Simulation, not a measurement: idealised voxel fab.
The name of this process module is voxel transistor to metal.
Cross-section cut: width 160 nm, square cells of 5 nm.
In this document a cross-section is written as a grid of square cells. It is given as a series of bands, listed from the top down, and a band is one or more rows of cells.
Top, bottom (nm), then materials left to right with widths (nm); lone material tagged "all across" fills the whole band edge to edge; "air" = empty space.
Heights from 0 (as-received wafer is one material below). Bottom band endless downward, as "0..down".
The expression "30..40" gives the width at the extremes of the band, the first number at its top row of cells and the second at its bottom row, with the width changing by equal amounts from each row to the next in between.
Reading "identical to before" for a step: not a cell of the cross-section changed in it.
What "Closed void listing" gives you is every empty space of 8 cells or more that is cut off from the top. Each appears as width x height at distance, with the distance taken from the left edge and width, height and distance all in nm.
Formally, on a step line, whatever follows the settings is a remark that the simulator itself makes on the step.
overlay nm: mask right of planned place by this much (step with mask). Neg. = left.
### Process steps (planned)
1,RECEIVE (material Si)
2,CONFORMAL_DEP (material SiO2; thk nm 5)
3,CONFORMAL_DEP (material SiN; thk nm 15)
4,MASKED_ETCH (tone cover; mask id ACTIVE; width nm 125; etch materials SiN; depth nm 15; overlay nm 0)
5,MASKED_ETCH (tone cover; mask id ACTIVE; width nm 125; etch materials SiO2; depth nm 5; overlay nm 0)
6,MASKED_ETCH (tone cover; mask id ACTIVE; width nm 125; etch materials Si; depth nm 25; overlay nm 0)
7,FILL_DEP (material SiO2; thk nm 15)
8,CMP (height nm 20)
9,SELECTIVE_ETCH (etch materials SiO2; depth nm 15)
10,STRIP (etch materials SiN)
11,SELECTIVE_ETCH (etch materials SiO2; depth nm 5)
12,OXIDIZE (depth nm 5)
13,DIRECTIONAL_DEP (material polySi; thk nm 30)
14,DIRECTIONAL_DEP (material SiCN; thk nm 10)
15,DIRECTIONAL_DEP (material aC; thk nm 10)
16,PATTERN (tone cover; mask id GATE; material resist; width nm 25; thk nm 25; overlay nm 0)
17,DIRECTIONAL_ETCH (etch materials aC; depth nm 10)
18,STRIP (etch materials resist)
19,DIRECTIONAL_ETCH (etch materials SiCN; depth nm 20)
20,DIRECTIONAL_ETCH (etch materials polySi; depth nm 40)
21,STRIP (etch materials aC)
22,CONFORMAL_DEP (material SiO2; thk nm 5)
23,DIRECTIONAL_ETCH (etch materials SiO2; depth nm 5)
24,CONFORMAL_DEP (material SiN; thk nm 10)
25,DIRECTIONAL_ETCH (etch materials SiN; depth nm 10)
26,DIRECTIONAL_ETCH (etch materials SiO2; depth nm 5)
27,EPI (material pSi; thk nm 5)
28,FILL_DEP (material SiO2; thk nm 10)
29,CMP (height nm 30)
30,STRIP (etch materials polySi)
31,SELECTIVE_ETCH (etch materials SiO2; depth nm 5)
32,CONFORMAL_DEP (material HfO2; thk nm 5)
33,CONFORMAL_DEP (material TiN; thk nm 5)
34,FILL_DEP (material W; thk nm 5)
35,CMP (height nm 25)
36,DIRECTIONAL_DEP (material SiO2; thk nm 10)
37,PATTERN (tone open; mask id CONTACT; material resist; width nm 20; pitch nm 85; thk nm 20; overlay nm 0)
38,DIRECTIONAL_ETCH (etch materials SiO2; depth nm 35)
39,STRIP (etch materials resist)
40,CONFORMAL_DEP (material TiN; thk nm 5)
41,FILL_DEP (material Ru; thk nm 5)
42,CMP (height nm 35)
43,DIRECTIONAL_DEP (material TiN; thk nm 5)
44,DIRECTIONAL_DEP (material W; thk nm 25)
45,MASKED_ETCH (tone cover; mask id METAL_1; width nm 20; pitch nm 85; etch materials W; depth nm 25; overlay nm 0)
46,MASKED_ETCH (tone cover; mask id METAL_1; width nm 20; pitch nm 85; etch materials TiN; depth nm 5; overlay nm 0)
47,CONFORMAL_DEP (material SiCN; thk nm 5)
48,FILL_DEP (material lowk; thk nm 10)
49,CMP (height nm 65)
50,CONFORMAL_DEP (material SiCN; thk nm 5)
51,DIRECTIONAL_DEP (material SiO2; thk nm 25)
52,MASKED_ETCH (tone open; mask id METAL_2; width nm 20; pitch nm 85; etch materials SiO2; depth nm 15; overlay nm 0)
53,DIRECTIONAL_DEP (material aC; thk nm 15)
54,PATTERN (tone open; mask id METAL_2_HOLES; material resist; width nm 15; pitch nm 85; thk nm 30; overlay nm 0)
55,DIRECTIONAL_ETCH (etch materials aC; depth nm 15)
56,STRIP (etch materials resist)
57,DIRECTIONAL_ETCH (etch materials SiO2; depth nm 10)
58,DIRECTIONAL_ETCH (etch materials SiCN; depth nm 5)
59,STRIP (etch materials aC)
60,CONFORMAL_DEP (material TiN; thk nm 5)
61,FILL_DEP (material Cu; thk nm 5)
62,CMP (height nm 95)
63,CONFORMAL_DEP (material SiCN; thk nm 5)
### Incoming wafer in cross-section (state: after step 1)
* 0..down | Si all across
* Closed void listing: none
### The first of the two wafers as seen in cross-section once the module was finished; processing followed the plan
* 100..95 | SiCN all across
* 95..85 | SiO2 25, TiN 5, Cu 10, TiN 5, SiO2 65, TiN 5, Cu 10, TiN 5, SiO2 30
* 85..80 | SiO2 25, TiN 5, Cu 5, TiN 10, SiO2 65, TiN 5, Cu 5, TiN 10, SiO2 30
* 80..70 | SiO2 25, TiN 5, Cu 5, TiN 5, SiO2 70, TiN 5, Cu 5, TiN 5, SiO2 35
* 70..65 | SiCN 25, TiN 15, SiCN 70, TiN 15, SiCN 35
* 65..40 | lowk 20, SiCN 5, W 20, SiCN 5, lowk 55, SiCN 5, W 20, SiCN 5, lowk 25
* 40..35 | SiCN 25, TiN 20, SiCN 65, TiN 20, SiCN 30
* 35..25 | SiO2 25, TiN 5, Ru 10, TiN 5, SiO2 65, TiN 5, Ru 10, TiN 5, SiO2 30
* 25..5 | SiO2 25, TiN 5, Ru 10, TiN 5, SiO2 5, SiN 10, HfO2 5, TiN 5, W 15, TiN 5, HfO2 5, SiN 10, SiO2 5, TiN 5, Ru 10, TiN 5, SiO2 30
* 5..0 | SiO2 25, TiN 20, SiO2 5, SiN 10, HfO2 5, TiN 25, HfO2 5, SiN 10, SiO2 5, TiN 20, SiO2 30
* 0..-5 | SiO2 10, pSi 40, SiO2 10, HfO2 35, SiO2 10, pSi 40, SiO2 15
* -5..-25 | SiO2 15, Si 125, SiO2 20
* -25..down | Si all across
* Closed void listing: none
### End of module, second wafer, cross-section. Started like the first, planned like the first, run with one mistake
* 100..95 | SiCN all across
* 95..85 | SiO2 25, TiN 5, SiO2 10, TiN 5, SiO2 65, TiN 5, SiO2 10, TiN 5, SiO2 30
* 85..80 | SiO2 25, TiN 5, SiO2 5, TiN 10, SiO2 65, TiN 5, SiO2 5, TiN 10, SiO2 30
* 80..70 | SiO2 25, TiN 5, SiO2 5, TiN 5, SiO2 70, TiN 5, SiO2 5, TiN 5, SiO2 35
* 70..65 | SiCN 25, TiN 15, SiCN 70, TiN 15, SiCN 35
* 65..40 | lowk 20, SiCN 5, W 20, SiCN 5, lowk 55, SiCN 5, W 20, SiCN 5, lowk 25
* 40..35 | SiCN 25, TiN 20, SiCN 65, TiN 20, SiCN 30
* 35..25 | SiO2 25, TiN 5, Ru 10, TiN 5, SiO2 65, TiN 5, Ru 10, TiN 5, SiO2 30
* 25..5 | SiO2 25, TiN 5, Ru 10, TiN 5, SiO2 5, SiN 10, HfO2 5, TiN 5, W 15, TiN 5, HfO2 5, SiN 10, SiO2 5, TiN 5, Ru 10, TiN 5, SiO2 30
* 5..0 | SiO2 25, TiN 20, SiO2 5, SiN 10, HfO2 5, TiN 25, HfO2 5, SiN 10, SiO2 5, TiN 20, SiO2 30
* 0..-5 | SiO2 10, pSi 40, SiO2 10, HfO2 35, SiO2 10, pSi 40, SiO2 15
* -5..-25 | SiO2 15, Si 125, SiO2 20
* -25..down | Si all across
* Closed void listing: none
Here's what went sideways: off-plan run, step 61, actual operation and settings FILL_DEP (material SiO2; thk nm 5)
Heads up, by the end the second wafer has more or fewer cells of some materials compared to the first: Cu -14, SiO2 +14
